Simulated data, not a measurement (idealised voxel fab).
process module | voxel capacitor over wiring
cross-section cut | 245 nm wide | cells 5 nm
A cross-section is a grid of square cells, given in bands from the top down. A band is one or more rows of cells.
Each band's line starts with the height of the band's top and of its bottom, in nm. Then come its materials from left to right, each with its width in nm. One material with "throughout" fills the band from edge to edge. "air" is empty space.
Height 0 is the level under which the wafer as received is all one material. The lowest band goes on downwards, as in "0 down".
A width such as "30 to 40" changes by the same amount from each row of cells to the next, from the band's top row to its bottom row.
"no change" after a step means that no cell of the cross-section changed.
closed voids: empty space of 8 cells or more with no open way to the top, each as width x height at its distance from the left edge, in nm
after a step's settings: what the simulator itself notes on the step
overlay nm, on a step with a mask: how far to the right of its planned place the mask lay; to the left if negative
plan
1 op RECEIVE | material Si
2 op CONFORMAL_DEP | material SiO2 | thk nm 15
3 op DIRECTIONAL_DEP | material TiN | thk nm 5
4 op DIRECTIONAL_DEP | material Ru | thk nm 15
5 op DIRECTIONAL_DEP | material aC | thk nm 10
6 op PATTERN | tone cover | mask id METAL_1 | material resist | width nm 25 | pitch nm 85 | thk nm 30 | overlay nm 0
7 op DIRECTIONAL_ETCH | etch materials aC | depth nm 10
8 op STRIP | etch materials resist
9 op DIRECTIONAL_ETCH | etch materials Ru | depth nm 15
10 op DIRECTIONAL_ETCH | etch materials TiN | depth nm 5
11 op STRIP | etch materials aC
12 op FILL_DEP | material SiO2 | thk nm 5
13 op CMP | height nm 35
14 op CONFORMAL_DEP | material SiCN | thk nm 5
15 op DIRECTIONAL_DEP | material SiO2 | thk nm 20
16 op PATTERN | tone open | mask id PLUG_1 | material resist | width nm 15 | thk nm 20 | overlay nm 0
17 op DIRECTIONAL_ETCH | etch materials SiO2 | depth nm 20
18 op DIRECTIONAL_ETCH | etch materials SiCN | depth nm 5
19 op STRIP | etch materials resist
20 op CONFORMAL_DEP | material TiN | thk nm 5
21 op FILL_DEP | material Ru | thk nm 5
22 op CMP | height nm 60
23 op DIRECTIONAL_DEP | material TiN | thk nm 5
24 op DIRECTIONAL_DEP | material SiN | thk nm 5
25 op DIRECTIONAL_DEP | material TiN | thk nm 5
26 op PATTERN | tone cover | mask id UPPER_PLATE | material resist | width nm 65 | thk nm 15 | overlay nm 0
27 op DIRECTIONAL_ETCH | etch materials TiN | depth nm 5
28 op DIRECTIONAL_ETCH | etch materials SiN | depth nm 5
29 op STRIP | etch materials resist
30 op MASKED_ETCH | tone cover | mask id LOWER_PLATE | width nm 75 | etch materials TiN | depth nm 5 | overlay nm 0
31 op FILL_DEP | material SiO2 | thk nm 20
32 op CMP | height nm 90
33 op MASKED_ETCH | tone open | mask id PLUG_2 | width nm 15 | etch materials SiO2 | depth nm 15 | overlay nm 0
34 op CONFORMAL_DEP | material TiN | thk nm 5
35 op FILL_DEP | material Cu | thk nm 5
36 op CMP | height nm 90
37 op CONFORMAL_DEP | material SiN | thk nm 5
first wafer, as planned
as received, after step 1
  0 down: Si throughout
  closed voids: none
after step 2
  15 to 0: SiO2 throughout
  below 0: unchanged
after step 3
  20 to 15: TiN throughout
  below 15: unchanged
after step 4
  35 to 20: Ru throughout
  below 20: unchanged
after step 5
  45 to 35: aC throughout
  below 35: unchanged
after step 6
  75 to 45: air 65 | resist 25 | air 60 | resist 25 | air 70
  below 45: unchanged
after step 7
  65 to 45: air 65 | resist 25 | air 60 | resist 25 | air 70
  45 to 35: air 65 | aC 25 | air 60 | aC 25 | air 70
  below 35: unchanged
after step 8
  45 to 35: air 65 | aC 25 | air 60 | aC 25 | air 70
  below 35: unchanged
after step 9
  45 to 35: air 65 | aC 25 | air 60 | aC 25 | air 70
  35 to 20: air 65 | Ru 25 | air 60 | Ru 25 | air 70
  below 20: unchanged
after step 10
  45 to 35: air 65 | aC 25 | air 60 | aC 25 | air 70
  35 to 20: air 65 | Ru 25 | air 60 | Ru 25 | air 70
  20 to 15: air 65 | TiN 25 | air 60 | TiN 25 | air 70
  below 15: unchanged
after step 11
  35 to 20: air 65 | Ru 25 | air 60 | Ru 25 | air 70
  below 20: unchanged
after step 12
  40 to 35: SiO2 throughout
  35 to 20: SiO2 65 | Ru 25 | SiO2 60 | Ru 25 | SiO2 70
  20 to 15: SiO2 65 | TiN 25 | SiO2 60 | TiN 25 | SiO2 70
  below 15: unchanged
after step 13
  35 to 20: SiO2 65 | Ru 25 | SiO2 60 | Ru 25 | SiO2 70
  below 20: unchanged
after step 14
  40 to 35: SiCN throughout
  below 35: unchanged
after step 15
  60 to 40: SiO2 throughout
  below 40: unchanged
after step 16
  80 to 60: resist 75 | air 15 | resist 155
  below 60: unchanged
after step 17
  80 to 60: resist 75 | air 15 | resist 155
  60 to 40: SiO2 75 | air 15 | SiO2 155
  below 40: unchanged
after step 18
  80 to 60: resist 75 | air 15 | resist 155
  60 to 40: SiO2 75 | air 15 | SiO2 155
  40 to 35: SiCN 75 | air 15 | SiCN 155
  below 35: unchanged
after step 19
  60 to 40: SiO2 75 | air 15 | SiO2 155
  below 40: unchanged
after step 20
  65 to 60: TiN 80 | air 5 | TiN 160
  60 to 40: SiO2 75 | TiN 5 | air 5 | TiN 5 | SiO2 155
  40 to 35: SiCN 75 | TiN 15 | SiCN 155
  below 35: unchanged
after step 21
  70 to 65: Ru throughout
  65 to 60: TiN 80 | Ru 5 | TiN 160
  60 to 40: SiO2 75 | TiN 5 | Ru 5 | TiN 5 | SiO2 155
  below 40: unchanged
after step 22
  60 to 40: SiO2 75 | TiN 5 | Ru 5 | TiN 5 | SiO2 155
  below 40: unchanged
after step 23
  65 to 60: TiN throughout
  below 60: unchanged
after step 24
  70 to 65: SiN throughout
  below 65: unchanged
after step 25
  75 to 70: TiN throughout
  below 70: unchanged
after step 26
  90 to 75: air 75 | resist 65 | air 105
  below 75: unchanged
after step 27
  90 to 75: air 75 | resist 65 | air 105
  75 to 70: air 75 | TiN 65 | air 105
  below 70: unchanged
after step 28
  90 to 75: air 75 | resist 65 | air 105
  75 to 70: air 75 | TiN 65 | air 105
  70 to 65: air 75 | SiN 65 | air 105
  below 65: unchanged
after step 29
  75 to 70: air 75 | TiN 65 | air 105
  below 70: unchanged
after step 30
  75 to 70: air 75 | TiN 65 | air 105
  70 to 65: air 75 | SiN 65 | air 105
  65 to 60: air 70 | TiN 75 | air 100
  below 60: unchanged
after step 31
  95 to 75: SiO2 throughout
  75 to 70: SiO2 75 | TiN 65 | SiO2 105
  70 to 65: SiO2 75 | SiN 65 | SiO2 105
  65 to 60: SiO2 70 | TiN 75 | SiO2 100
  below 60: unchanged
after step 32
  90 to 75: SiO2 throughout
  below 75: unchanged
after step 33
  90 to 75: SiO2 85 | air 15 | SiO2 145
  below 75: unchanged
after step 34
  95 to 90: TiN 90 | air 5 | TiN 150
  90 to 80: SiO2 85 | TiN 5 | air 5 | TiN 5 | SiO2 145
  80 to 70: SiO2 85 to 75 | TiN 15 to 65 | SiO2 145 to 105
  below 70: unchanged
after step 35
  100 to 95: Cu throughout
  95 to 90: TiN 90 | Cu 5 | TiN 150
  90 to 80: SiO2 85 | TiN 5 | Cu 5 | TiN 5 | SiO2 145
  below 80: unchanged
after step 36
  90 to 80: SiO2 85 | TiN 5 | Cu 5 | TiN 5 | SiO2 145
  below 80: unchanged
after step 37
  95 to 90: SiN throughout
  below 90: unchanged
second wafer: like start, like plan, one mistake. Through step 1 it matches the first wafer
when step 2 should have ended
  30 to 0: SiO2 throughout
  below 0: unchanged
when step 3 should have ended
  35 to 30: TiN throughout
  below 30: unchanged
when step 4 should have ended
  50 to 35: Ru throughout
  below 35: unchanged
when step 5 should have ended
  60 to 50: aC throughout
  below 50: unchanged
when step 6 should have ended
  90 to 60: air 65 | resist 25 | air 60 | resist 25 | air 70
  below 60: unchanged
when step 7 should have ended
  80 to 60: air 65 | resist 25 | air 60 | resist 25 | air 70
  60 to 50: air 65 | aC 25 | air 60 | aC 25 | air 70
  below 50: unchanged
when step 8 should have ended
  60 to 50: air 65 | aC 25 | air 60 | aC 25 | air 70
  below 50: unchanged
when step 9 should have ended
  60 to 50: air 65 | aC 25 | air 60 | aC 25 | air 70
  50 to 35: air 65 | Ru 25 | air 60 | Ru 25 | air 70
  below 35: unchanged
when step 10 should have ended
  60 to 50: air 65 | aC 25 | air 60 | aC 25 | air 70
  50 to 35: air 65 | Ru 25 | air 60 | Ru 25 | air 70
  35 to 30: air 65 | TiN 25 | air 60 | TiN 25 | air 70
  below 30: unchanged
when step 11 should have ended
  50 to 35: air 65 | Ru 25 | air 60 | Ru 25 | air 70
  below 35: unchanged
when step 12 should have ended
  55 to 50: SiO2 throughout
  50 to 35: SiO2 65 | Ru 25 | SiO2 60 | Ru 25 | SiO2 70
  35 to 30: SiO2 65 | TiN 25 | SiO2 60 | TiN 25 | SiO2 70
  below 30: unchanged
when step 13 should have ended
  35 to 30: SiO2 65 | TiN 25 | SiO2 60 | TiN 25 | SiO2 70
  below 30: unchanged
when step 14 should have ended
  40 to 35: SiCN throughout
  below 35: unchanged
when step 15 should have ended
  60 to 40: SiO2 throughout
  below 40: unchanged
when step 16 should have ended
  80 to 60: resist 75 | air 15 | resist 155
  below 60: unchanged
when step 17 should have ended
  80 to 60: resist 75 | air 15 | resist 155
  60 to 40: SiO2 75 | air 15 | SiO2 155
  below 40: unchanged
when step 18 should have ended
  80 to 60: resist 75 | air 15 | resist 155
  60 to 40: SiO2 75 | air 15 | SiO2 155
  40 to 35: SiCN 75 | air 15 | SiCN 155
  below 35: unchanged
when step 19 should have ended
  60 to 40: SiO2 75 | air 15 | SiO2 155
  below 40: unchanged
when step 20 should have ended
  65 to 60: TiN 80 | air 5 | TiN 160
  60 to 40: SiO2 75 | TiN 5 | air 5 | TiN 5 | SiO2 155
  40 to 35: SiCN 75 | TiN 15 | SiCN 155
  below 35: unchanged
when step 21 should have ended
  70 to 65: Ru throughout
  65 to 60: TiN 80 | Ru 5 | TiN 160
  60 to 40: SiO2 75 | TiN 5 | Ru 5 | TiN 5 | SiO2 155
  below 40: unchanged
when step 22 should have ended
  60 to 40: SiO2 75 | TiN 5 | Ru 5 | TiN 5 | SiO2 155
  below 40: unchanged
when step 23 should have ended
  65 to 60: TiN throughout
  below 60: unchanged
when step 24 should have ended
  70 to 65: SiN throughout
  below 65: unchanged
when step 25 should have ended
  75 to 70: TiN throughout
  below 70: unchanged
when step 26 should have ended
  90 to 75: air 75 | resist 65 | air 105
  below 75: unchanged
when step 27 should have ended
  90 to 75: air 75 | resist 65 | air 105
  75 to 70: air 75 | TiN 65 | air 105
  below 70: unchanged
when step 28 should have ended
  90 to 75: air 75 | resist 65 | air 105
  75 to 70: air 75 | TiN 65 | air 105
  70 to 65: air 75 | SiN 65 | air 105
  below 65: unchanged
when step 29 should have ended
  75 to 70: air 75 | TiN 65 | air 105
  below 70: unchanged
when step 30 should have ended
  75 to 70: air 75 | TiN 65 | air 105
  70 to 65: air 75 | SiN 65 | air 105
  65 to 60: air 70 | TiN 75 | air 100
  below 60: unchanged
when step 31 should have ended
  95 to 75: SiO2 throughout
  75 to 70: SiO2 75 | TiN 65 | SiO2 105
  70 to 65: SiO2 75 | SiN 65 | SiO2 105
  65 to 60: SiO2 70 | TiN 75 | SiO2 100
  below 60: unchanged
when step 32 should have ended
  90 to 75: SiO2 throughout
  below 75: unchanged
when step 33 should have ended
  90 to 75: SiO2 85 | air 15 | SiO2 145
  below 75: unchanged
when step 34 should have ended
  95 to 90: TiN 90 | air 5 | TiN 150
  90 to 80: SiO2 85 | TiN 5 | air 5 | TiN 5 | SiO2 145
  80 to 70: SiO2 85 to 75 | TiN 15 to 65 | SiO2 145 to 105
  below 70: unchanged
when step 35 should have ended
  100 to 95: Cu throughout
  95 to 90: TiN 90 | Cu 5 | TiN 150
  90 to 80: SiO2 85 | TiN 5 | Cu 5 | TiN 5 | SiO2 145
  below 80: unchanged
when step 36 should have ended
  90 to 80: SiO2 85 | TiN 5 | Cu 5 | TiN 5 | SiO2 145
  below 80: unchanged
when step 37 should have ended
  95 to 90: SiN throughout
  below 90: unchanged
what went wrong: step 2 was run twice
at the end the second wafer has, in cells: 30 fewer of Ru | 30 more of SiO2
